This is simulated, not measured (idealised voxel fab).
Process module name: voxel air gaps
FYI the section here is cut, 300 nm wide, cells are 5 nm squares.
Think of the cross-section as a grid of square cells. We describe it in bands, top to bottom, and each band covers one or more rows of those cells.
First you get the band's top height and its bottom height, in nm, and then the materials it's made of, left to right, with each width in nm. If you see a single material with "throughout", that one covers the band edge to edge. "blank" is empty space.
Heights from 0 (as-received wafer is one material below). Bottom band endless downward, as "0..down".
Top row gets the first number, bottom row gets the second, and each row in between changes by the same step: that is how a band width like "30->40" works.
Key: "no change occurred" - step with no changed cell in the cross-section.
The entry "Sealed internal voids" lists the empty spaces that cover at least 8 cells and have no open path to the top. Each is written as width x height at distance, where the distance is measured from the left edge and all three values are in nm.
What comes after the settings on a step's line is commentary from the simulator itself on that step.
"overlay nm" answers the question of how far to the right of plan the mask lay on a step that has a mask, and when it is negative the answer is to the left.
# The planned process steps are enumerated hereunder
1. RECEIVE: material Si
2. CONFORMAL_DEP: material SiO2, thk nm 15
3. CONFORMAL_DEP: material SiN, thk nm 5
4. DIRECTIONAL_DEP: material lowk, thk nm 30
5. MASKED_ETCH: tone open, mask id LINES, width nm 25, pitch nm 55, etch materials lowk, depth nm 30, overlay nm 0
6. CONFORMAL_DEP: material TiN, thk nm 5
7. FILL_DEP: material Ru, thk nm 5
8. CMP: height nm 50
9. EPI: material Ru, thk nm 10
10. SELECTIVE_ETCH: etch materials lowk, depth nm 40
11. CONFORMAL_DEP: material SiN, thk nm 5
# First of the two wafers, run per plan
# Wafer as received: cross-section following step 1
> 0..down: Si throughout
> Sealed internal voids: none
# Wafer after step 2 (cross-section)
> 15..0: SiO2 throughout
> Beneath the level 0, the cross-section is identical to its previous state.
# Wafer after step 3 (cross-section)
> 20..15: SiN throughout
> Beneath the level 15, the cross-section is identical to its previous state.
# Wafer after step 4 (cross-section)
> 50..20: lowk throughout
> Beneath the level 20, the cross-section is identical to its previous state.
# Wafer after step 5 (cross-section)
> 50..20: lowk (80)  blank (25)  lowk (30)  blank (25)  lowk (30)  blank (25)  lowk (85)
> Beneath the level 20, the cross-section is identical to its previous state.
# Wafer after step 6 (cross-section)
> 55..50: TiN (85)  blank (15)  TiN (40)  blank (15)  TiN (40)  blank (15)  TiN (90)
> 50..25: lowk (80)  TiN (5)  blank (15)  TiN (5)  lowk (30)  TiN (5)  blank (15)  TiN (5)  lowk (30)  TiN (5)  blank (15)  TiN (5)  lowk (85)
> 25..20: lowk (80)  TiN (25)  lowk (30)  TiN (25)  lowk (30)  TiN (25)  lowk (85)
> Beneath the level 20, the cross-section is identical to its previous state.
# Wafer after step 7 (cross-section)
> 60..55: Ru throughout
> 55..50: TiN (85)  Ru (15)  TiN (40)  Ru (15)  TiN (40)  Ru (15)  TiN (90)
> 50..25: lowk (80)  TiN (5)  Ru (15)  TiN (5)  lowk (30)  TiN (5)  Ru (15)  TiN (5)  lowk (30)  TiN (5)  Ru (15)  TiN (5)  lowk (85)
> Beneath the level 25, the cross-section is identical to its previous state.
# Wafer after step 8 (cross-section)
> 50..25: lowk (80)  TiN (5)  Ru (15)  TiN (5)  lowk (30)  TiN (5)  Ru (15)  TiN (5)  lowk (30)  TiN (5)  Ru (15)  TiN (5)  lowk (85)
> Beneath the level 25, the cross-section is identical to its previous state.
# Wafer after step 9 (cross-section)
> 60..50: blank (70)  Ru (45)  blank (10)  Ru (45)  blank (10)  Ru (45)  blank (75)
> Beneath the level 50, the cross-section is identical to its previous state.
# Wafer after step 10 (cross-section)
> 60..50: blank (70)  Ru (45)  blank (10)  Ru (45)  blank (10)  Ru (45)  blank (75)
> 50..25: blank (80)  TiN (5)  Ru (15)  TiN (5)  blank (30)  TiN (5)  Ru (15)  TiN (5)  blank (30)  TiN (5)  Ru (15)  TiN (5)  blank (85)
> 25..20: blank (80)  TiN (25)  blank (30)  TiN (25)  blank (30)  TiN (25)  blank (85)
> Beneath the level 20, the cross-section is identical to its previous state.
# Wafer after step 11 (cross-section)
> 65..60: blank (65)  SiN (165)  blank (70)
> 60..50: blank (65)  SiN (5)  Ru (45)  SiN (10)  Ru (45)  SiN (10)  Ru (45)  SiN (5)  blank (70)
> 50..45: blank (65)  SiN (15)  TiN (5)  Ru (15)  TiN (5)  SiN (30)  TiN (5)  Ru (15)  TiN (5)  SiN (30)  TiN (5)  Ru (15)  TiN (5)  SiN (15)  blank (70)
> 45..25: blank (75)  SiN (5)  TiN (5)  Ru (15)  TiN (5)  SiN (5)  blank (20)  SiN (5)  TiN (5)  Ru (15)  TiN (5)  SiN (5)  blank (20)  SiN (5)  TiN (5)  Ru (15)  TiN (5)  SiN (5)  blank (80)
> 25..20: SiN (80)  TiN (25)  SiN (30)  TiN (25)  SiN (30)  TiN (25)  SiN (85)
> Beneath the level 20, the cross-section is identical to its previous state.
> Sealed internal voids: 20 x 20 at 110; 20 x 20 at 165
# Regarding the second of the two wafers: it shared the first wafer's starting condition and process plan, yet one error occurred during its execution. Its history coincides with that of the first wafer up to and including step 4
# when step 5 should have ended
> 50..20: blank (80)  lowk (25)  blank (30)  lowk (25)  blank (30)  lowk (25)  blank (85)
> Beneath the level 20, the cross-section is identical to its previous state.
# when step 6 should have ended
> 55..50: blank (75)  TiN (35)  blank (20)  TiN (35)  blank (20)  TiN (35)  blank (80)
> 50..25: blank (75)  TiN (5)  lowk (25)  TiN (5)  blank (20)  TiN (5)  lowk (25)  TiN (5)  blank (20)  TiN (5)  lowk (25)  TiN (5)  blank (80)
> 25..20: TiN (80)  lowk (25)  TiN (30)  lowk (25)  TiN (30)  lowk (25)  TiN (85)
> Beneath the level 20, the cross-section is identical to its previous state.
# when step 7 should have ended
> 60..55: Ru throughout
> 55..50: Ru (75)  TiN (35)  Ru (20)  TiN (35)  Ru (20)  TiN (35)  Ru (80)
> 50..25: Ru (75)  TiN (5)  lowk (25)  TiN (5)  Ru (20)  TiN (5)  lowk (25)  TiN (5)  Ru (20)  TiN (5)  lowk (25)  TiN (5)  Ru (80)
> Beneath the level 25, the cross-section is identical to its previous state.
# when step 8 should have ended
> 50..25: Ru (75)  TiN (5)  lowk (25)  TiN (5)  Ru (20)  TiN (5)  lowk (25)  TiN (5)  Ru (20)  TiN (5)  lowk (25)  TiN (5)  Ru (80)
> Beneath the level 25, the cross-section is identical to its previous state.
# when step 9 should have ended
> 60..50: Ru (90)  blank (5)  Ru (50)  blank (5)  Ru (50)  blank (5)  Ru (95)
> Beneath the level 50, the cross-section is identical to its previous state.
# when step 10 should have ended
> 60..50: Ru (90)  blank (5)  Ru (50)  blank (5)  Ru (50)  blank (5)  Ru (95)
> 50..25: Ru (75)  TiN (5)  blank (25)  TiN (5)  Ru (20)  TiN (5)  blank (25)  TiN (5)  Ru (20)  TiN (5)  blank (25)  TiN (5)  Ru (80)
> 25..20: TiN (80)  blank (25)  TiN (30)  blank (25)  TiN (30)  blank (25)  TiN (85)
> Beneath the level 20, the cross-section is identical to its previous state.
# when step 11 should have ended
> 65..60: SiN throughout
> 60..50: Ru (90)  SiN (5)  Ru (50)  SiN (5)  Ru (50)  SiN (5)  Ru (95)
> 50..45: Ru (75)  TiN (5)  SiN (25)  TiN (5)  Ru (20)  TiN (5)  SiN (25)  TiN (5)  Ru (20)  TiN (5)  SiN (25)  TiN (5)  Ru (80)
> 45..25: Ru (75)  TiN (5)  SiN (5)  blank (15)  SiN (5)  TiN (5)  Ru (20)  TiN (5)  SiN (5)  blank (15)  SiN (5)  TiN (5)  Ru (20)  TiN (5)  SiN (5)  blank (15)  SiN (5)  TiN (5)  Ru (80)
> 25..20: TiN (80)  SiN (25)  TiN (30)  SiN (25)  TiN (30)  SiN (25)  TiN (85)
> Beneath the level 20, the cross-section is identical to its previous state.
> Sealed internal voids: 15 x 20 at 85; 15 x 20 at 140; 15 x 20 at 195
Deviation from plan: step 5 off recipe, ran as MASKED_ETCH: tone cover, mask id LINES, width nm 25, pitch nm 55, etch materials lowk, depth nm 30, overlay nm 0
In the final state, the cell counts of the second wafer exceed or fall short of those of the first for the following materials: +210 Ru; -12 SiN; +30 TiN
Upon completion, the first wafer exhibits 2 closed voids and the second wafer exhibits 3.
